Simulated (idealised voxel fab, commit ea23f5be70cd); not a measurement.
process module | voxel gate over fins
cross-section cut | 145 nm wide | cells 5 nm
A cross-section is a grid of square cells, given in bands from the top down. A band is one or more rows of cells.
Each band's line starts with the height of the band's top and of its bottom, in nm. Then come its materials from left to right, each with its width in nm. One material with "throughout" fills the band from edge to edge. "air" is empty space.
Height 0 is the level under which the wafer as received is all one material. The lowest band goes on downwards, as in "0 down".
A width such as "30 to 40" changes by the same amount from each row of cells to the next, from the band's top row to its bottom row.
"no change" after a step means that no cell of the cross-section changed.
closed voids: empty space of 8 cells or more with no open way to the top, each as width x height at its distance from the left edge, in nm
after a step's settings: what the simulator itself notes on the step
overlay nm, on a step with a mask: how far to the right of its planned place the mask lay; to the left if negative
plan
1 op RECEIVE | material Si
2 op CONFORMAL_DEP | material SiN | thk nm 5
3 op PATTERN | tone cover | mask id FINS | material resist | width nm 15 | pitch nm 35 | thk nm 20 | overlay nm 0
4 op DIRECTIONAL_ETCH | etch materials SiN | depth nm 5
5 op DIRECTIONAL_ETCH | etch materials Si | depth nm 30
6 op STRIP | etch materials resist
7 op OXIDIZE | depth nm 5
8 op FILL_DEP | material SiO2 | thk nm 15
9 op CMP | height nm 5
10 op SELECTIVE_ETCH | etch materials SiO2 | depth nm 15
11 op STRIP | etch materials SiN
12 op CONFORMAL_DEP | material HfO2 | thk nm 5
13 op CONFORMAL_DEP | material TiN | thk nm 5
14 op FILL_DEP | material W | thk nm 15
15 op CMP | height nm 20
16 op CONFORMAL_DEP | material SiN | thk nm 5
as received, after step 1
  0 down: Si throughout
  closed voids: none
first wafer at the end, as planned
  25 to 20: SiN throughout
  20 to 10: W throughout
  10 to 5: W 25 | TiN 25 | W 10 | TiN 25 | W 10 | TiN 25 | W 25
  5 to 0: W 25 | TiN 5 | HfO2 15 | TiN 5 | W 10 | TiN 5 | HfO2 15 | TiN 5 | W 10 | TiN 5 | HfO2 15 | TiN 5 | W 25
  0 to -5: TiN 30 | HfO2 5 | Si 5 | HfO2 5 | TiN 20 | HfO2 5 | Si 5 | HfO2 5 | TiN 20 | HfO2 5 | Si 5 | HfO2 5 | TiN 30
  -5 to -10: HfO2 35 | Si 5 | HfO2 30 | Si 5 | HfO2 30 | Si 5 | HfO2 35
  -10 to -35: SiO2 35 | Si 5 | SiO2 30 | Si 5 | SiO2 30 | Si 5 | SiO2 35
  -35 down: Si throughout
  closed voids: none
second wafer at the end: like start, like plan, one mistake
  25 to 20: SiN throughout
  20 to 10: W throughout
  10 to 5: TiN 35 | W 5 | TiN 30 | W 5 | TiN 30 | W 5 | TiN 35
  5 to 0: HfO2 30 | TiN 5 | W 5 | TiN 5 | HfO2 20 | TiN 5 | W 5 | TiN 5 | HfO2 20 | TiN 5 | W 5 | TiN 5 | HfO2 30
  0 to -5: Si 25 | HfO2 5 | TiN 15 | HfO2 5 | Si 10 | HfO2 5 | TiN 15 | HfO2 5 | Si 10 | HfO2 5 | TiN 15 | HfO2 5 | Si 25
  -5 to -10: Si 25 | HfO2 25 | Si 10 | HfO2 25 | Si 10 | HfO2 25 | Si 25
  -10 to -35: Si 25 | SiO2 25 | Si 10 | SiO2 25 | Si 10 | SiO2 25 | Si 25
  -35 down: Si throughout
  closed voids: none
what went wrong: step 3 ran as: op PATTERN | tone open | mask id FINS | material resist | width nm 15 | pitch nm 35 | thk nm 20 | overlay nm 0
at the end the second wafer has, in cells: 77 more of Si | 55 fewer of SiO2 | 22 fewer of W
